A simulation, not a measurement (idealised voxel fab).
Presented below is a process module, voxel wiring stack.
Cross-section cut spans 185 nm and uses square cells 5 nm in size.
Cross-section spec: square-cell grid; bands listed top down; each band is one or more rows.
Read a band's entry like this: the first values are the height of its top and the height of its bottom in nm, and what follows is the sequence of materials from left to right, each with its width in nm. Note that "empty" is empty space, and that a single material marked "edge to edge" reaches across the band from edge to edge.
Height 0 is the level under which the wafer as received is all one material. The lowest band goes on downwards, as in "from 0 down".
Width: "30->40" (first number = top row, second number = bottom row, same change from row to row of cells).
Step marked "no alterations made"? Then no cell in the cross-section changed in it.
Empty spaces without an open route to the top, at least 8 cells in extent, make up the entry "Closed void list"; each is given as width x height at distance, where the distance is measured from the left edge, and all are in nm.
Note: text after step settings on the step line = simulator remark on that step.
The "overlay nm" setting may appear on a step's line; for a step that uses a mask, it gives how far to the right of its planned position the mask lay, and a negative value indicates the left.

### These are the steps we planned for the process
1. op RECEIVE | material Si
2. op CONFORMAL_DEP | material SiO2 | thk nm 15
3. op CONFORMAL_DEP | material SiN | thk nm 5
4. op DIRECTIONAL_DEP | material lowk | thk nm 20
5. op PATTERN | tone open | mask id METAL_1 | material resist | width nm 20 | pitch nm 45 | thk nm 20 | overlay nm 0
6. op DIRECTIONAL_ETCH | etch materials lowk | depth nm 20
7. op DIRECTIONAL_ETCH | etch materials SiN | depth nm 5
8. op STRIP | etch materials resist
9. op CONFORMAL_DEP | material TiN | thk nm 5
10. op FILL_DEP | material Cu | thk nm 10
11. op CMP | height nm 40
12. op EPI | material Ru | thk nm 5
13. op FILL_DEP | material SiCN | thk nm 5
14. op DIRECTIONAL_DEP | material lowk | thk nm 20
15. op MASKED_ETCH | tone open | mask id PLUG_1 | width nm 15 | pitch nm 90 | etch materials lowk | depth nm 20 | overlay nm 0
16. op MASKED_ETCH | tone open | mask id PLUG_1 | width nm 15 | pitch nm 90 | etch materials SiCN | depth nm 5 | overlay nm 0
17. op CONFORMAL_DEP | material TiN | thk nm 5
18. op FILL_DEP | material W | thk nm 5
19. op CMP | height nm 70
20. op DIRECTIONAL_DEP | material TiN | thk nm 5
21. op DIRECTIONAL_DEP | material Ru | thk nm 25
22. op DIRECTIONAL_DEP | material aC | thk nm 10
23. op PATTERN | tone cover | mask id METAL_2 | material resist | width nm 20 | pitch nm 45 | thk nm 30 | overlay nm 0
24. op DIRECTIONAL_ETCH | etch materials aC | depth nm 10
25. op STRIP | etch materials resist
26. op DIRECTIONAL_ETCH | etch materials Ru | depth nm 25
27. op DIRECTIONAL_ETCH | etch materials TiN | depth nm 5
28. op STRIP | etch materials aC
29. op FILL_DEP | material SiO2 | thk nm 10
30. op CMP | height nm 100
31. op CONFORMAL_DEP | material SiCN | thk nm 5

### Cross-section, incoming material, after step 1
from 0 down: Si edge to edge
Closed void list: none

### Final wafer profile in cross-section after the module, from the same start and plan as above, with one mistake made during processing
from 105 to 100: SiCN edge to edge
from 100 to 75: SiO2 35 nm; Ru 20 nm; SiO2 25 nm; Ru 20 nm; SiO2 25 nm; Ru 20 nm; SiO2 40 nm
from 75 to 70: SiO2 35 nm; TiN 20 nm; SiO2 25 nm; TiN 20 nm; SiO2 25 nm; TiN 20 nm; SiO2 40 nm
from 70 to 65: W 25 nm; TiN 15 nm; W 5 nm; TiN 20 nm; W 5 nm; TiN 40 nm; W 5 nm; TiN 15 nm; W 5 nm; TiN 20 nm; W 30 nm
from 65 to 60: TiN 30 nm; lowk 5 nm; TiN 5 nm; W 5 nm; TiN 5 nm; lowk 10 nm; TiN 15 nm; lowk 30 nm; TiN 15 nm; lowk 5 nm; TiN 5 nm; W 5 nm; TiN 5 nm; lowk 10 nm; TiN 35 nm
from 60 to 50: lowk 35 nm; TiN 5 nm; W 5 nm; TiN 5 nm; lowk 75 nm; TiN 5 nm; W 5 nm; TiN 5 nm; lowk 45 nm
from 50 to 45: lowk 35 nm; TiN 15 nm; lowk 75 nm; TiN 15 nm; lowk 45 nm
from 45 to 40: lowk 30 nm; Ru 30 nm; lowk 15 nm; Ru 30 nm; lowk 15 nm; Ru 30 nm; lowk 35 nm
from 40 to 20: lowk 35 nm; TiN 5 nm; Cu 10 nm; TiN 5 nm; lowk 25 nm; TiN 5 nm; Cu 10 nm; TiN 5 nm; lowk 25 nm; TiN 5 nm; Cu 10 nm; TiN 5 nm; lowk 40 nm
from 20 to 15: SiN 35 nm; TiN 20 nm; SiN 25 nm; TiN 20 nm; SiN 25 nm; TiN 20 nm; SiN 40 nm
from 15 to 0: SiO2 edge to edge
from 0 down: Si edge to edge
Closed void list: none
Against the plan, the run slipped here: step 13 of the plan was omitted and not executed
